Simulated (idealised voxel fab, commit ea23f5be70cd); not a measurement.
The following process module bears the name voxel spacer lines.
cross-section cut | 295 nm wide | cells 5 nm
Bands, listed from the top down, are how a cross-section gets written in this document; the cross-section itself is a grid of square cells, and a band is one or more rows of them.
Quick guide to a band line: top height, bottom height (nm) up front; then every material left to right with its width in nm. Only one material and it's marked "all across"? Then it fills the band edge to edge. And "blank" just means empty space.
The reference from which all heights are counted is 0, the level beneath which the as-received wafer is entirely one material; the lowest band, having no lower bound, proceeds downward and is written after the example "0 down".
Per-row width for "30..40": begins at first number (top row of band), ends at second number (bottom row), increment between rows held constant.
No cell of the cross-section changed in a step that is given as "stayed the same".
In "Enclosed void inventory" the enclosed voids are listed, meaning empty spaces of 8 cells or larger without any opening to the top. The form is width x height at distance, distance from the left edge, units nm.
Post-settings text on a step line: simulator's own remark regarding the step.
The setting "overlay nm" may be written on the line of a step. When the step uses a mask, the value reports how far to the right of the planned place the mask lay, and a negative value reports that it lay to the left.
## The following list gives the planned process steps
1,RECEIVE,material Si
2,CONFORMAL_DEP,material Al2O3,thk nm 10
3,DIRECTIONAL_DEP,material TiN,thk nm 15
4,DIRECTIONAL_DEP,material polySi,thk nm 30
5,PATTERN,tone cover,mask id MANDREL,material resist,width nm 15,pitch nm 50,thk nm 35,overlay nm 0
6,DIRECTIONAL_ETCH,etch materials polySi,depth nm 30
7,STRIP,etch materials resist
8,CONFORMAL_DEP,material SiN,thk nm 10
9,DIRECTIONAL_ETCH,etch materials SiN,depth nm 10
10,STRIP,etch materials polySi
11,DIRECTIONAL_ETCH,etch materials TiN,depth nm 15
12,STRIP,etch materials SiN
13,FILL_DEP,material SiO2,thk nm 10
14,CMP,height nm 25
## Here's what the wafer looked like in cross-section when it arrived - that's after step 1
  0 down = Si all across
  Enclosed void inventory: none
## One mistake in running the module, otherwise start and plan as above: cross-section at the end
  25 to 10 = SiO2 100; TiN 10; SiO2 25; TiN 10; SiO2 5; TiN 10; SiO2 25; TiN 10; SiO2 100
  10 to 0 = Al2O3 all across
  0 down = Si all across
  Enclosed void inventory: none
Deviation from plan: step 5 deviated from plan and actually ran as PATTERN,tone cover,mask id MANDREL,material resist,width nm 25,pitch nm 50,thk nm 35,overlay nm 0
